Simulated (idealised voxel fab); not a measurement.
process module | voxel wiring stack
cross-section cut | 260 nm wide | cells 5 nm
A cross-section is a grid of square cells, given in bands from the top down. A band is one or more rows of cells.
Each band's line starts with the height of the band's top and of its bottom, in nm. Then come its materials from left to right, each with its width in nm. One material with "throughout" fills the band from edge to edge. "air" is empty space.
Height 0 is the level under which the wafer as received is all one material. The lowest band goes on downwards, as in "0 down".
A width such as "30 to 40" changes by the same amount from each row of cells to the next, from the band's top row to its bottom row.
"no change" after a step means that no cell of the cross-section changed.
closed voids: empty space of 8 cells or more with no open way to the top, each as width x height at its distance from the left edge, in nm
after a step's settings: what the simulator itself notes on the step
overlay nm, on a step with a mask: how far to the right of its planned place the mask lay; to the left if negative
plan
1 op RECEIVE | material Si
2 op CONFORMAL_DEP | material SiO2 | thk nm 15
3 op CONFORMAL_DEP | material SiCN | thk nm 5
4 op DIRECTIONAL_DEP | material lowk | thk nm 15
5 op DIRECTIONAL_DEP | material aC | thk nm 10
6 op PATTERN | tone open | mask id METAL_1 | material resist | width nm 20 | pitch nm 45 | thk nm 30 | overlay nm 0
7 op DIRECTIONAL_ETCH | etch materials aC | depth nm 10
8 op STRIP | etch materials resist
9 op DIRECTIONAL_ETCH | etch materials lowk | depth nm 15
10 op DIRECTIONAL_ETCH | etch materials SiCN | depth nm 5
11 op STRIP | etch materials aC
12 op CONFORMAL_DEP | material TiN | thk nm 5
13 op FILL_DEP | material Ru | thk nm 10
14 op CMP | height nm 35
15 op CONFORMAL_DEP | material SiCN | thk nm 5
16 op DIRECTIONAL_DEP | material SiO2 | thk nm 30
17 op PATTERN | tone open | mask id METAL_2 | material resist | width nm 30 | pitch nm 45 | thk nm 20 | overlay nm 0
18 op DIRECTIONAL_ETCH | etch materials SiO2 | depth nm 20
19 op STRIP | etch materials resist
20 op PATTERN | tone open | mask id METAL_2_HOLES | material resist | width nm 15 | pitch nm 45 | thk nm 20 | overlay nm 0
21 op DIRECTIONAL_ETCH | etch materials SiO2 | depth nm 10
22 op DIRECTIONAL_ETCH | etch materials SiCN | depth nm 5
23 op STRIP | etch materials resist
24 op CONFORMAL_DEP | material TiN | thk nm 5
25 op FILL_DEP | material Cu | thk nm 5
26 op CMP | height nm 70
27 op CONFORMAL_DEP | material SiCN | thk nm 5
28 op DIRECTIONAL_DEP | material lowk | thk nm 30
29 op DIRECTIONAL_DEP | material aC | thk nm 15
30 op PATTERN | tone open | mask id METAL_3_HOLES | material resist | width nm 15 | pitch nm 45 | thk nm 35 | overlay nm 0
31 op DIRECTIONAL_ETCH | etch materials aC | depth nm 15
32 op STRIP | etch materials resist
33 op DIRECTIONAL_ETCH | etch materials lowk | depth nm 30
34 op STRIP | etch materials aC
35 op MASKED_ETCH | tone open | mask id METAL_3 | width nm 30 | pitch nm 45 | etch materials lowk | depth nm 15 | overlay nm 0
36 op MASKED_ETCH | tone open | mask id METAL_3 | width nm 30 | pitch nm 45 | etch materials SiCN | depth nm 5 | overlay nm 0
37 op CONFORMAL_DEP | material TiN | thk nm 5
38 op FILL_DEP | material Cu | thk nm 5
39 op CMP | height nm 105
40 op CONFORMAL_DEP | material SiCN | thk nm 5
varied across the wafers: width nm of step 6. The plan shows the first wafer's value. All wafers start alike
first wafer as received, after step 1
  0 down: Si throughout
  closed voids: none
each wafer at the end: cells of each material gained (+) or lost (-) since it was received, then its closed voids
width nm 20 | +108 Cu | +24 Ru | +168 SiCN | +348 SiO2 | +184 TiN | +312 lowk | closed voids: none
width nm 25 | +108 Cu | +36 Ru | +164 SiCN | +348 SiO2 | +188 TiN | +300 lowk | closed voids: none
width nm 30 | +108 Cu | +48 Ru | +160 SiCN | +348 SiO2 | +192 TiN | +288 lowk | closed voids: none
